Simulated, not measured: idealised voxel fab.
This section sets out a process module, namely voxel wiring stack.
Cross-section cut: width 155 nm, square cells of 5 nm.
Reading order for cross-sections: top band down to bottom band. Underlying form: a grid of square cells. Band size: one or more rows of cells.
Read a band's entry like this: the first values are the height of its top and the height of its bottom in nm, and what follows is the sequence of materials from left to right, each with its width in nm. Note that "blank" is empty space, and that a single material marked "all across" reaches across the band from edge to edge.
Measure heights from 0. That's the level where, below it, the as-received wafer is all one material. The lowest band is bottomless and extends downward; write it as in "top 0, no bottom".
Read "30..40" as a graded width: first number on top, second number at the bottom, same change between each pair of neighbouring rows.
It should be understood that the words "remains unaltered", when stated for a given step, signify that the cross-section underwent no change in any of its cells during that step.
Voids, fully enclosed: empty space of 8 cells or more with no open way to the top, each as width x height at its distance from the left edge, in nm
Anything after a step's settings on that line? It's the simulator's own note about the step.
overlay nm: right-of-plan distance of the mask on a masked step; negative values mean left-of-plan.
Heads up before you read on: it's before/after pairs around one process step each, after side only down to the lowest band that changed, step plus settings under the pair. Pairs can be from different runs of this module, same starting wafer, so only chain a pair onto the one above if its "Pre-processing view" entry says so.

Pre-processing view
  top 0, no bottom  Si all across
  Voids, fully enclosed: none

Post-Process Section
  top 10, bottom 0  SiO2 all across
  Note: structure below 0 unchanged.
  Voids, fully enclosed: none
Step between the pre-process and post-process cross-sections given above: CONFORMAL_DEP | material SiO2 | thk nm 10

Pre-processing view: same picture as after in the pair right above, so we don't repeat it.

Post-Process Section
  top 15, bottom 10  TiN all across
  Note: structure below 10 unchanged.
  Voids, fully enclosed: none
Step between the pre-process and post-process cross-sections given above: DIRECTIONAL_DEP | material TiN | thk nm 5

Pre-processing view: same picture as after in the pair right above, so we don't repeat it.

Post-Process Section
  top 30, bottom 15  Ru all across
  Note: structure below 15 unchanged.
  Voids, fully enclosed: none
Step between the pre-process and post-process cross-sections given above: DIRECTIONAL_DEP | material Ru | thk nm 15

Pre-processing view: same picture as after in the pair right above, so we don't repeat it.

Post-Process Section
  top 30, bottom 15  blank: 20, then Ru: 25, then blank: 20, then Ru: 25, then blank: 20, then Ru: 25, then blank: 20
  Note: structure below 15 unchanged.
  Voids, fully enclosed: none
Step between the pre-process and post-process cross-sections given above: MASKED_ETCH | tone cover | mask id METAL_1 | width nm 25 | pitch nm 45 | etch materials Ru | depth nm 15 | overlay nm 0

Pre-processing view: same picture as after in the pair right above, so we don't repeat it.

Post-Process Section
  top 30, bottom 15  blank: 20, then Ru: 25, then blank: 20, then Ru: 25, then blank: 20, then Ru: 25, then blank: 20
  top 15, bottom 10  blank: 20, then TiN: 25, then blank: 20, then TiN: 25, then blank: 20, then TiN: 25, then blank: 20
  Note: structure below 10 unchanged.
  Voids, fully enclosed: none
Step between the pre-process and post-process cross-sections given above: MASKED_ETCH | tone cover | mask id METAL_1 | width nm 25 | pitch nm 45 | etch materials TiN | depth nm 5 | overlay nm 0

Pre-processing view: same picture as after in the pair right above, so we don't repeat it.

Post-Process Section
  top 35, bottom 30  lowk all across
  top 30, bottom 15  lowk: 20, then Ru: 25, then lowk: 20, then Ru: 25, then lowk: 20, then Ru: 25, then lowk: 20
  top 15, bottom 10  lowk: 20, then TiN: 25, then lowk: 20, then TiN: 25, then lowk: 20, then TiN: 25, then lowk: 20
  Note: structure below 10 unchanged.
  Voids, fully enclosed: none
Step between the pre-process and post-process cross-sections given above: FILL_DEP | material lowk | thk nm 5

Pre-processing view: same picture as after in the pair right above, so we don't repeat it.

Post-Process Section
  top 30, bottom 15  lowk: 20, then Ru: 25, then lowk: 20, then Ru: 25, then lowk: 20, then Ru: 25, then lowk: 20
  Note: structure below 15 unchanged.
  Voids, fully enclosed: none
Step between the pre-process and post-process cross-sections given above: CMP | height nm 30

Pre-processing view: same picture as after in the pair right above, so we don't repeat it.

Post-Process Section
  top 35, bottom 30  SiCN all across
  Note: structure below 30 unchanged.
  Voids, fully enclosed: none
Step between the pre-process and post-process cross-sections given above: CONFORMAL_DEP | material SiCN | thk nm 5

Pre-processing view: same picture as after in the pair right above, so we don't repeat it.

Post-Process Section
  top 45, bottom 35  lowk all across
  Note: structure below 35 unchanged.
  Voids, fully enclosed: none
Step between the pre-process and post-process cross-sections given above: DIRECTIONAL_DEP | material lowk | thk nm 10

Pre-processing view: same picture as after in the pair right above, so we don't repeat it.

Post-Process Section
  top 45, bottom 35  lowk: 20, then blank: 15, then lowk: 30, then blank: 15, then lowk: 30, then blank: 15, then lowk: 30
  Note: structure below 35 unchanged.
  Voids, fully enclosed: none
Step between the pre-process and post-process cross-sections given above: MASKED_ETCH | tone open | mask id PLUG_1 | width nm 15 | pitch nm 45 | etch materials lowk | depth nm 10 | overlay nm 0

Pre-processing view: same picture as after in the pair right above, so we don't repeat it.

Post-Process Section
  top 45, bottom 35  lowk: 20, then blank: 15, then lowk: 30, then blank: 15, then lowk: 30, then blank: 15, then lowk: 30
  top 35, bottom 30  SiCN: 20, then blank: 15, then SiCN: 30, then blank: 15, then SiCN: 30, then blank: 15, then SiCN: 30
  Note: structure below 30 unchanged.
  Voids, fully enclosed: none
Step between the pre-process and post-process cross-sections given above: MASKED_ETCH | tone open | mask id PLUG_1 | width nm 15 | pitch nm 45 | etch materials SiCN | depth nm 5 | overlay nm 0

Pre-processing view: same picture as after in the pair right above, so we don't repeat it.

Post-Process Section
  top 45, bottom 40  lowk: 20, then blank: 15, then lowk: 30, then blank: 15, then lowk: 30, then blank: 15, then lowk: 30
  top 40, bottom 35  lowk: 20, then Ru: 15, then lowk: 30, then Ru: 15, then lowk: 30, then Ru: 15, then lowk: 30
  top 35, bottom 30  SiCN: 20, then Ru: 15, then SiCN: 30, then Ru: 15, then SiCN: 30, then Ru: 15, then SiCN: 30
  Note: structure below 30 unchanged.
  Voids, fully enclosed: none
Step between the pre-process and post-process cross-sections given above: EPI | material Ru | thk nm 10

Pre-processing view: same picture as after in the pair right above, so we don't repeat it.

Post-Process Section
  top 45, bottom 35  lowk: 20, then Ru: 15, then lowk: 30, then Ru: 15, then lowk: 30, then Ru: 15, then lowk: 30
  Note: structure below 35 unchanged.
  Voids, fully enclosed: none
Step between the pre-process and post-process cross-sections given above: EPI | material Ru | thk nm 5

Pre-processing view: same picture as after in the pair right above, so we don't repeat it.

Post-Process Section
  top 50, bottom 45  SiCN all across
  Note: structure below 45 unchanged.
  Voids, fully enclosed: none
Step between the pre-process and post-process cross-sections given above: CONFORMAL_DEP | material SiCN | thk nm 5

Pre-processing view: same picture as after in the pair right above, so we don't repeat it.

Post-Process Section
  top 75, bottom 50  SiO2 all across
  Note: structure below 50 unchanged.
  Voids, fully enclosed: none
Step between the pre-process and post-process cross-sections given above: DIRECTIONAL_DEP | material SiO2 | thk nm 25

Pre-processing view: same picture as after in the pair right above, so we don't repeat it.

Post-Process Section
  top 95, bottom 75  resist: 20, then blank: 25, then resist: 20, then blank: 25, then resist: 20, then blank: 25, then resist: 20
  Note: structure below 75 unchanged.
  Voids, fully enclosed: none
Step between the pre-process and post-process cross-sections given above: PATTERN | tone open | mask id METAL_2 | material resist | width nm 25 | pitch nm 45 | thk nm 20 | overlay nm 0

Pre-processing view: same picture as after in the pair right above, so we don't repeat it.

Post-Process Section
  top 95, bottom 75  resist: 20, then blank: 25, then resist: 20, then blank: 25, then resist: 20, then blank: 25, then resist: 20
  top 75, bottom 50  SiO2: 20, then blank: 25, then SiO2: 20, then blank: 25, then SiO2: 20, then blank: 25, then SiO2: 20
  Note: structure below 50 unchanged.
  Voids, fully enclosed: none
Step between the pre-process and post-process cross-sections given above: DIRECTIONAL_ETCH | etch materials SiO2 | depth nm 25

Pre-processing view: same picture as after in the pair right above, so we don't repeat it.

Post-Process Section
  top 95, bottom 75  resist: 20, then blank: 25, then resist: 20, then blank: 25, then resist: 20, then blank: 25, then resist: 20
  top 75, bottom 50  SiO2: 20, then blank: 25, then SiO2: 20, then blank: 25, then SiO2: 20, then blank: 25, then SiO2: 20
  top 50, bottom 45  SiCN: 20, then blank: 25, then SiCN: 20, then blank: 25, then SiCN: 20, then blank: 25, then SiCN: 20
  Note: structure below 45 unchanged.
  Voids, fully enclosed: none
Step between the pre-process and post-process cross-sections given above: DIRECTIONAL_ETCH | etch materials SiCN | depth nm 5

Pre-processing view: same picture as after in the pair right above, so we don't repeat it.

Post-Process Section
  top 75, bottom 50  SiO2: 20, then blank: 25, then SiO2: 20, then blank: 25, then SiO2: 20, then blank: 25, then SiO2: 20
  Note: structure below 50 unchanged.
  Voids, fully enclosed: none
Step between the pre-process and post-process cross-sections given above: STRIP | etch materials resist

Pre-processing view: same picture as after in the pair right above, so we don't repeat it.

Post-Process Section
  top 80, bottom 75  TiN: 25, then blank: 15, then TiN: 30, then blank: 15, then TiN: 30, then blank: 15, then TiN: 25
  top 75, bottom 50  SiO2: 20, then TiN: 5, then blank: 15, then TiN: 5, then SiO2: 20, then TiN: 5, then blank: 15, then TiN: 5, then SiO2: 20, then TiN: 5, then blank: 15, then TiN: 5, then SiO2: 20
  top 50, bottom 45  SiCN: 20, then TiN: 25, then SiCN: 20, then TiN: 25, then SiCN: 20, then TiN: 25, then SiCN: 20
  Note: structure below 45 unchanged.
  Voids, fully enclosed: none
Step between the pre-process and post-process cross-sections given above: CONFORMAL_DEP | material TiN | thk nm 5

Pre-processing view: same picture as after in the pair right above, so we don't repeat it.

Post-Process Section
  top 90, bottom 80  Ru all across
  top 80, bottom 75  TiN: 25, then Ru: 15, then TiN: 30, then Ru: 15, then TiN: 30, then Ru: 15, then TiN: 25
  top 75, bottom 50  SiO2: 20, then TiN: 5, then Ru: 15, then TiN: 5, then SiO2: 20, then TiN: 5, then Ru: 15, then TiN: 5, then SiO2: 20, then TiN: 5, then Ru: 15, then TiN: 5, then SiO2: 20
  Note: structure below 50 unchanged.
  Voids, fully enclosed: none
Step between the pre-process and post-process cross-sections given above: FILL_DEP | material Ru | thk nm 10

Pre-processing view: same picture as after in the pair right above, so we don't repeat it.

Post-Process Section
  top 75, bottom 50  SiO2: 20, then TiN: 5, then Ru: 15, then TiN: 5, then SiO2: 20, then TiN: 5, then Ru: 15, then TiN: 5, then SiO2: 20, then TiN: 5, then Ru: 15, then TiN: 5, then SiO2: 20
  Note: structure below 50 unchanged.
  Voids, fully enclosed: none
Step between the pre-process and post-process cross-sections given above: CMP | height nm 75

Pre-processing view: same picture as after in the pair right above, so we don't repeat it.

Post-Process Section
  top 80, bottom 75  SiCN all across
  Note: structure below 75 unchanged.
  Voids, fully enclosed: none
Step between the pre-process and post-process cross-sections given above: CONFORMAL_DEP | material SiCN | thk nm 5

Pre-processing view: same picture as after in the pair right above, so we don't repeat it.

Post-Process Section
  top 115, bottom 80  SiO2 all across
  Note: structure below 80 unchanged.
  Voids, fully enclosed: none
Step between the pre-process and post-process cross-sections given above: DIRECTIONAL_DEP | material SiO2 | thk nm 35

Pre-processing view: same picture as after in the pair right above, so we don't repeat it.

Post-Process Section
  top 135, bottom 115  resist: 20, then blank: 25, then resist: 20, then blank: 25, then resist: 20, then blank: 25, then resist: 20
  Note: structure below 115 unchanged.
  Voids, fully enclosed: none
Step between the pre-process and post-process cross-sections given above: PATTERN | tone open | mask id METAL_3 | material resist | width nm 25 | pitch nm 45 | thk nm 20 | overlay nm 0

Pre-processing view: same picture as after in the pair right above, so we don't repeat it.

Post-Process Section
  top 135, bottom 115  resist: 20, then blank: 25, then resist: 20, then blank: 25, then resist: 20, then blank: 25, then resist: 20
  top 115, bottom 95  SiO2: 20, then blank: 25, then SiO2: 20, then blank: 25, then SiO2: 20, then blank: 25, then SiO2: 20
  Note: structure below 95 unchanged.
  Voids, fully enclosed: none
Step between the pre-process and post-process cross-sections given above: DIRECTIONAL_ETCH | etch materials SiO2 | depth nm 20

Pre-processing view: same picture as after in the pair right above, so we don't repeat it.

Post-Process Section
  top 115, bottom 95  SiO2: 20, then blank: 25, then SiO2: 20, then blank: 25, then SiO2: 20, then blank: 25, then SiO2: 20
  Note: structure below 95 unchanged.
  Voids, fully enclosed: none
Step between the pre-process and post-process cross-sections given above: STRIP | etch materials resist

Pre-processing view: same picture as after in the pair right above, so we don't repeat it.

Post-Process Section
  top 115, bottom 95  SiO2: 20, then blank: 25, then SiO2: 20, then blank: 25, then SiO2: 20, then blank: 25, then SiO2: 20
  top 95, bottom 80  SiO2: 20, then blank: 15, then SiO2: 75, then blank: 15, then SiO2: 30
  Note: structure below 80 unchanged.
  Voids, fully enclosed: none
Step between the pre-process and post-process cross-sections given above: MASKED_ETCH | tone open | mask id METAL_3_HOLES | width nm 15 | pitch nm 90 | etch materials SiO2 | depth nm 15 | overlay nm 0

Pre-processing view: same picture as after in the pair right above, so we don't repeat it.

Post-Process Section
  top 115, bottom 95  SiO2: 20, then blank: 25, then SiO2: 20, then blank: 25, then SiO2: 20, then blank: 25, then SiO2: 20
  top 95, bottom 80  SiO2: 20, then blank: 15, then SiO2: 75, then blank: 15, then SiO2: 30
  top 80, bottom 75  SiCN: 20, then blank: 15, then SiCN: 75, then blank: 15, then SiCN: 30
  Note: structure below 75 unchanged.
  Voids, fully enclosed: none
Step between the pre-process and post-process cross-sections given above: MASKED_ETCH | tone open | mask id METAL_3_HOLES | width nm 15 | pitch nm 90 | etch materials SiCN | depth nm 5 | overlay nm 0

Pre-processing view: same picture as after in the pair right above, so we don't repeat it.

Post-Process Section
  top 120, bottom 115  TiN: 25, then blank: 15, then TiN: 30, then blank: 15, then TiN: 30, then blank: 15, then TiN: 25
  top 115, bottom 100  SiO2: 20, then TiN: 5, then blank: 15, then TiN: 5, then SiO2: 20, then TiN: 5, then blank: 15, then TiN: 5, then SiO2: 20, then TiN: 5, then blank: 15, then TiN: 5, then SiO2: 20
  top 100, bottom 95  SiO2: 20, then TiN: 5, then blank: 5, then TiN: 15, then SiO2: 20, then TiN: 25, then SiO2: 20, then TiN: 5, then blank: 5, then TiN: 15, then SiO2: 20
  top 95, bottom 80  SiO2: 20, then TiN: 5, then blank: 5, then TiN: 5, then SiO2: 75, then TiN: 5, then blank: 5, then TiN: 5, then SiO2: 30
  top 80, bottom 75  SiCN: 20, then TiN: 15, then SiCN: 75, then TiN: 15, then SiCN: 30
  Note: structure below 75 unchanged.
  Voids, fully enclosed: none
Step between the pre-process and post-process cross-sections given above: CONFORMAL_DEP | material TiN | thk nm 5

Pre-processing view: same picture as after in the pair right above, so we don't repeat it.

Post-Process Section
  top 125, bottom 120  Cu all across
  top 120, bottom 115  TiN: 25, then Cu: 15, then TiN: 30, then Cu: 15, then TiN: 30, then Cu: 15, then TiN: 25
  top 115, bottom 100  SiO2: 20, then TiN: 5, then Cu: 15, then TiN: 5, then SiO2: 20, then TiN: 5, then Cu: 15, then TiN: 5, then SiO2: 20, then TiN: 5, then Cu: 15, then TiN: 5, then SiO2: 20
  top 100, bottom 95  SiO2: 20, then TiN: 5, then Cu: 5, then TiN: 15, then SiO2: 20, then TiN: 25, then SiO2: 20, then TiN: 5, then Cu: 5, then TiN: 15, then SiO2: 20
  top 95, bottom 80  SiO2: 20, then TiN: 5, then Cu: 5, then TiN: 5, then SiO2: 75, then TiN: 5, then Cu: 5, then TiN: 5, then SiO2: 30
  Note: structure below 80 unchanged.
  Voids, fully enclosed: none
Step between the pre-process and post-process cross-sections given above: FILL_DEP | material Cu | thk nm 5

Pre-processing view: same picture as after in the pair right above, so we don't repeat it.

Post-Process Section
  top 115, bottom 100  SiO2: 20, then TiN: 5, then Cu: 15, then TiN: 5, then SiO2: 20, then TiN: 5, then Cu: 15, then TiN: 5, then SiO2: 20, then TiN: 5, then Cu: 15, then TiN: 5, then SiO2: 20
  Note: structure below 100 unchanged.
  Voids, fully enclosed: none
Step between the pre-process and post-process cross-sections given above: CMP | height nm 115

Pre-processing view: same picture as after in the pair right above, so we don't repeat it.

Post-Process Section
  top 120, bottom 115  SiN all across
  Note: structure below 115 unchanged.
  Voids, fully enclosed: none
Step between the pre-process and post-process cross-sections given above: CONFORMAL_DEP | material SiN | thk nm 5

Pre-processing view
  top 90, bottom 80  Ru all across
  top 80, bottom 75  TiN: 25, then Ru: 15, then TiN: 30, then Ru: 15, then TiN: 30, then Ru: 15, then TiN: 25
  top 75, bottom 50  SiO2: 20, then TiN: 5, then Ru: 15, then TiN: 5, then SiO2: 20, then TiN: 5, then Ru: 15, then TiN: 5, then SiO2: 20, then TiN: 5, then Ru: 15, then TiN: 5, then SiO2: 20
  top 50, bottom 45  SiCN: 20, then TiN: 25, then SiCN: 20, then TiN: 25, then SiCN: 20, then TiN: 25, then SiCN: 20
  top 45, bottom 35  lowk: 20, then Ru: 15, then lowk: 30, then Ru: 15, then lowk: 30, then Ru: 15, then lowk: 30
  top 35, bottom 30  SiCN: 20, then Ru: 15, then SiCN: 30, then Ru: 15, then SiCN: 30, then Ru: 15, then SiCN: 30
  top 30, bottom 15  lowk: 20, then Ru: 25, then lowk: 20, then Ru: 25, then lowk: 20, then Ru: 25, then lowk: 20
  top 15, bottom 10  lowk: 20, then TiN: 25, then lowk: 20, then TiN: 25, then lowk: 20, then TiN: 25, then lowk: 20
  top 10, bottom 0  SiO2 all across
  top 0, no bottom  Si all across
  Voids, fully enclosed: none

Post-Process Section
  top 95, bottom 90  SiCN all across
  Note: structure below 90 unchanged.
  Voids, fully enclosed: none
Step between the pre-process and post-process cross-sections given above: CONFORMAL_DEP | material SiCN | thk nm 5

Pre-processing view: same picture as after in the pair right above, so we don't repeat it.

Post-Process Section
  top 130, bottom 95  SiO2 all across
  Note: structure below 95 unchanged.
  Voids, fully enclosed: none
Step between the pre-process and post-process cross-sections given above: DIRECTIONAL_DEP | material SiO2 | thk nm 35

Pre-processing view: same picture as after in the pair right above, so we don't repeat it.

Post-Process Section
  top 150, bottom 130  resist: 20, then blank: 25, then resist: 20, then blank: 25, then resist: 20, then blank: 25, then resist: 20
  Note: structure below 130 unchanged.
  Voids, fully enclosed: none
Step between the pre-process and post-process cross-sections given above: PATTERN | tone open | mask id METAL_3 | material resist | width nm 25 | pitch nm 45 | thk nm 20 | overlay nm 0

Pre-processing view: same picture as after in the pair right above, so we don't repeat it.

Post-Process Section
  top 150, bottom 130  resist: 20, then blank: 25, then resist: 20, then blank: 25, then resist: 20, then blank: 25, then resist: 20
  top 130, bottom 110  SiO2: 20, then blank: 25, then SiO2: 20, then blank: 25, then SiO2: 20, then blank: 25, then SiO2: 20
  Note: structure below 110 unchanged.
  Voids, fully enclosed: none
Step between the pre-process and post-process cross-sections given above: DIRECTIONAL_ETCH | etch materials SiO2 | depth nm 20

Pre-processing view: same picture as after in the pair right above, so we don't repeat it.

Post-Process Section
  top 130, bottom 110  SiO2: 20, then blank: 25, then SiO2: 20, then blank: 25, then SiO2: 20, then blank: 25, then SiO2: 20
  Note: structure below 110 unchanged.
  Voids, fully enclosed: none
Step between the pre-process and post-process cross-sections given above: STRIP | etch materials resist

Pre-processing view: same picture as after in the pair right above, so we don't repeat it.

Post-Process Section
  top 130, bottom 110  SiO2: 20, then blank: 25, then SiO2: 20, then blank: 25, then SiO2: 20, then blank: 25, then SiO2: 20
  top 110, bottom 95  SiO2: 20, then blank: 15, then SiO2: 75, then blank: 15, then SiO2: 30
  Note: structure below 95 unchanged.
  Voids, fully enclosed: none
Step between the pre-process and post-process cross-sections given above: MASKED_ETCH | tone open | mask id METAL_3_HOLES | width nm 15 | pitch nm 90 | etch materials SiO2 | depth nm 15 | overlay nm 0

Pre-processing view: same picture as after in the pair right above, so we don't repeat it.

Post-Process Section
  top 130, bottom 110  SiO2: 20, then blank: 25, then SiO2: 20, then blank: 25, then SiO2: 20, then blank: 25, then SiO2: 20
  top 110, bottom 95  SiO2: 20, then blank: 15, then SiO2: 75, then blank: 15, then SiO2: 30
  top 95, bottom 90  SiCN: 20, then blank: 15, then SiCN: 75, then blank: 15, then SiCN: 30
  Note: structure below 90 unchanged.
  Voids, fully enclosed: none
Step between the pre-process and post-process cross-sections given above: MASKED_ETCH | tone open | mask id METAL_3_HOLES | width nm 15 | pitch nm 90 | etch materials SiCN | depth nm 5 | overlay nm 0

Pre-processing view: same picture as after in the pair right above, so we don't repeat it.

Post-Process Section
  top 135, bottom 130  TiN: 25, then blank: 15, then TiN: 30, then blank: 15, then TiN: 30, then blank: 15, then TiN: 25
  top 130, bottom 115  SiO2: 20, then TiN: 5, then blank: 15, then TiN: 5, then SiO2: 20, then TiN: 5, then blank: 15, then TiN: 5, then SiO2: 20, then TiN: 5, then blank: 15, then TiN: 5, then SiO2: 20
  top 115, bottom 110  SiO2: 20, then TiN: 5, then blank: 5, then TiN: 15, then SiO2: 20, then TiN: 25, then SiO2: 20, then TiN: 5, then blank: 5, then TiN: 15, then SiO2: 20
  top 110, bottom 95  SiO2: 20, then TiN: 5, then blank: 5, then TiN: 5, then SiO2: 75, then TiN: 5, then blank: 5, then TiN: 5, then SiO2: 30
  top 95, bottom 90  SiCN: 20, then TiN: 15, then SiCN: 75, then TiN: 15, then SiCN: 30
  Note: structure below 90 unchanged.
  Voids, fully enclosed: none
Step between the pre-process and post-process cross-sections given above: CONFORMAL_DEP | material TiN | thk nm 5

Pre-processing view: same picture as after in the pair right above, so we don't repeat it.

Post-Process Section
  top 140, bottom 135  Cu all across
  top 135, bottom 130  TiN: 25, then Cu: 15, then TiN: 30, then Cu: 15, then TiN: 30, then Cu: 15, then TiN: 25
  top 130, bottom 115  SiO2: 20, then TiN: 5, then Cu: 15, then TiN: 5, then SiO2: 20, then TiN: 5, then Cu: 15, then TiN: 5, then SiO2: 20, then TiN: 5, then Cu: 15, then TiN: 5, then SiO2: 20
  top 115, bottom 110  SiO2: 20, then TiN: 5, then Cu: 5, then TiN: 15, then SiO2: 20, then TiN: 25, then SiO2: 20, then TiN: 5, then Cu: 5, then TiN: 15, then SiO2: 20
  top 110, bottom 95  SiO2: 20, then TiN: 5, then Cu: 5, then TiN: 5, then SiO2: 75, then TiN: 5, then Cu: 5, then TiN: 5, then SiO2: 30
  Note: structure below 95 unchanged.
  Voids, fully enclosed: none
Step between the pre-process and post-process cross-sections given above: FILL_DEP | material Cu | thk nm 5

Pre-processing view: same picture as after in the pair right above, so we don't repeat it.

Post-Process Section
  top 115, bottom 110  SiO2: 20, then TiN: 5, then Cu: 5, then TiN: 15, then SiO2: 20, then TiN: 25, then SiO2: 20, then TiN: 5, then Cu: 5, then TiN: 15, then SiO2: 20
  Note: structure below 110 unchanged.
  Voids, fully enclosed: none
Step between the pre-process and post-process cross-sections given above: CMP | height nm 115

Pre-processing view: same picture as after in the pair right above, so we don't repeat it.

Post-Process Section
  top 120, bottom 115  SiN all across
  Note: structure below 115 unchanged.
  Voids, fully enclosed: none
Step between the pre-process and post-process cross-sections given above: CONFORMAL_DEP | material SiN | thk nm 5

Pre-processing view
  top 115, bottom 80  SiO2 all across
  top 80, bottom 75  SiCN all across
  top 75, bottom 50  SiO2: 20, then TiN: 5, then Ru: 15, then TiN: 5, then SiO2: 20, then TiN: 5, then Ru: 15, then TiN: 5, then SiO2: 20, then TiN: 5, then Ru: 15, then TiN: 5, then SiO2: 20
  top 50, bottom 45  SiCN: 20, then TiN: 25, then SiCN: 20, then TiN: 25, then SiCN: 20, then TiN: 25, then SiCN: 20
  top 45, bottom 35  lowk: 20, then Ru: 15, then lowk: 30, then Ru: 15, then lowk: 30, then Ru: 15, then lowk: 30
  top 35, bottom 30  SiCN: 20, then Ru: 15, then SiCN: 30, then Ru: 15, then SiCN: 30, then Ru: 15, then SiCN: 30
  top 30, bottom 15  lowk: 20, then Ru: 25, then lowk: 20, then Ru: 25, then lowk: 20, then Ru: 25, then lowk: 20
  top 15, bottom 10  lowk: 20, then TiN: 25, then lowk: 20, then TiN: 25, then lowk: 20, then TiN: 25, then lowk: 20
  top 10, bottom 0  SiO2 all across
  top 0, no bottom  Si all across
  Voids, fully enclosed: none

Post-Process Section
  top 150, bottom 80  SiO2 all across
  Note: structure below 80 unchanged.
  Voids, fully enclosed: none
Step between the pre-process and post-process cross-sections given above: DIRECTIONAL_DEP | material SiO2 | thk nm 35

Pre-processing view: same picture as after in the pair right above, so we don't repeat it.

Post-Process Section
  top 170, bottom 150  resist: 20, then blank: 25, then resist: 20, then blank: 25, then resist: 20, then blank: 25, then resist: 20
  Note: structure below 150 unchanged.
  Voids, fully enclosed: none
Step between the pre-process and post-process cross-sections given above: PATTERN | tone open | mask id METAL_3 | material resist | width nm 25 | pitch nm 45 | thk nm 20 | overlay nm 0

Pre-processing view: same picture as after in the pair right above, so we don't repeat it.

Post-Process Section
  top 170, bottom 150  resist: 20, then blank: 25, then resist: 20, then blank: 25, then resist: 20, then blank: 25, then resist: 20
  top 150, bottom 130  SiO2: 20, then blank: 25, then SiO2: 20, then blank: 25, then SiO2: 20, then blank: 25, then SiO2: 20
  Note: structure below 130 unchanged.
  Voids, fully enclosed: none
Step between the pre-process and post-process cross-sections given above: DIRECTIONAL_ETCH | etch materials SiO2 | depth nm 20

Pre-processing view: same picture as after in the pair right above, so we don't repeat it.

Post-Process Section
  top 150, bottom 130  SiO2: 20, then blank: 25, then SiO2: 20, then blank: 25, then SiO2: 20, then blank: 25, then SiO2: 20
  Note: structure below 130 unchanged.
  Voids, fully enclosed: none
Step between the pre-process and post-process cross-sections given above: STRIP | etch materials resist

Pre-processing view: same picture as after in the pair right above, so we don't repeat it.

Post-Process Section
  top 150, bottom 130  SiO2: 20, then blank: 25, then SiO2: 20, then blank: 25, then SiO2: 20, then blank: 25, then SiO2: 20
  top 130, bottom 115  SiO2: 20, then blank: 15, then SiO2: 75, then blank: 15, then SiO2: 30
  Note: structure below 115 unchanged.
  Voids, fully enclosed: none
Step between the pre-process and post-process cross-sections given above: MASKED_ETCH | tone open | mask id METAL_3_HOLES | width nm 15 | pitch nm 90 | etch materials SiO2 | depth nm 15 | overlay nm 0

Pre-processing view: same picture as after in the pair right above, so we don't repeat it.

Post-Process Section
  top 155, bottom 150  TiN: 25, then blank: 15, then TiN: 30, then blank: 15, then TiN: 30, then blank: 15, then TiN: 25
  top 150, bottom 135  SiO2: 20, then TiN: 5, then blank: 15, then TiN: 5, then SiO2: 20, then TiN: 5, then blank: 15, then TiN: 5, then SiO2: 20, then TiN: 5, then blank: 15, then TiN: 5, then SiO2: 20
  top 135, bottom 130  SiO2: 20, then TiN: 5, then blank: 5, then TiN: 15, then SiO2: 20, then TiN: 25, then SiO2: 20, then TiN: 5, then blank: 5, then TiN: 15, then SiO2: 20
  top 130, bottom 120  SiO2: 20, then TiN: 5, then blank: 5, then TiN: 5, then SiO2: 75, then TiN: 5, then blank: 5, then TiN: 5, then SiO2: 30
  top 120, bottom 115  SiO2: 20, then TiN: 15, then SiO2: 75, then TiN: 15, then SiO2: 30
  Note: structure below 115 unchanged.
  Voids, fully enclosed: none
Step between the pre-process and post-process cross-sections given above: CONFORMAL_DEP | material TiN | thk nm 5

Pre-processing view: same picture as after in the pair right above, so we don't repeat it.

Post-Process Section
  top 160, bottom 155  Cu all across
  top 155, bottom 150  TiN: 25, then Cu: 15, then TiN: 30, then Cu: 15, then TiN: 30, then Cu: 15, then TiN: 25
  top 150, bottom 135  SiO2: 20, then TiN: 5, then Cu: 15, then TiN: 5, then SiO2: 20, then TiN: 5, then Cu: 15, then TiN: 5, then SiO2: 20, then TiN: 5, then Cu: 15, then TiN: 5, then SiO2: 20
  top 135, bottom 130  SiO2: 20, then TiN: 5, then Cu: 5, then TiN: 15, then SiO2: 20, then TiN: 25, then SiO2: 20, then TiN: 5, then Cu: 5, then TiN: 15, then SiO2: 20
  top 130, bottom 120  SiO2: 20, then TiN: 5, then Cu: 5, then TiN: 5, then SiO2: 75, then TiN: 5, then Cu: 5, then TiN: 5, then SiO2: 30
  Note: structure below 120 unchanged.
  Voids, fully enclosed: none
Step between the pre-process and post-process cross-sections given above: FILL_DEP | material Cu | thk nm 5

Pre-processing view: same picture as after in the pair right above, so we don't repeat it.

Post-Process Section
  top 115, bottom 80  SiO2 all across
  Note: structure below 80 unchanged.
  Voids, fully enclosed: none
Step between the pre-process and post-process cross-sections given above: CMP | height nm 115

Pre-processing view: same picture as after in the pair right above, so we don't repeat it.

Post-Process Section
  top 120, bottom 115  SiN all across
  Note: structure below 115 unchanged.
  Voids, fully enclosed: none
Step between the pre-process and post-process cross-sections given above: CONFORMAL_DEP | material SiN | thk nm 5

Pre-processing view
  top 45, bottom 35  lowk: 20, then Ru: 15, then lowk: 30, then Ru: 15, then lowk: 30, then Ru: 15, then lowk: 30
  top 35, bottom 30  SiCN: 20, then Ru: 15, then SiCN: 30, then Ru: 15, then SiCN: 30, then Ru: 15, then SiCN: 30
  top 30, bottom 15  lowk: 20, then Ru: 25, then lowk: 20, then Ru: 25, then lowk: 20, then Ru: 25, then lowk: 20
  top 15, bottom 10  lowk: 20, then TiN: 25, then lowk: 20, then TiN: 25, then lowk: 20, then TiN: 25, then lowk: 20
  top 10, bottom 0  SiO2 all across
  top 0, no bottom  Si all across
  Voids, fully enclosed: none

Post-Process Section
  top 70, bottom 45  SiO2 all across
  Note: structure below 45 unchanged.
  Voids, fully enclosed: none
Step between the pre-process and post-process cross-sections given above: DIRECTIONAL_DEP | material SiO2 | thk nm 25

Pre-processing view: same picture as after in the pair right above, so we don't repeat it.

Post-Process Section
  top 75, bottom 70  SiCN all across
  Note: structure below 70 unchanged.
  Voids, fully enclosed: none
Step between the pre-process and post-process cross-sections given above: CONFORMAL_DEP | material SiCN | thk nm 5

Pre-processing view: same picture as after in the pair right above, so we don't repeat it.

Post-Process Section
  top 95, bottom 75  resist: 20, then blank: 25, then resist: 20, then blank: 25, then resist: 20, then blank: 25, then resist: 20
  Note: structure below 75 unchanged.
  Voids, fully enclosed: none
Step between the pre-process and post-process cross-sections given above: PATTERN | tone open | mask id METAL_2 | material resist | width nm 25 | pitch nm 45 | thk nm 20 | overlay nm 0
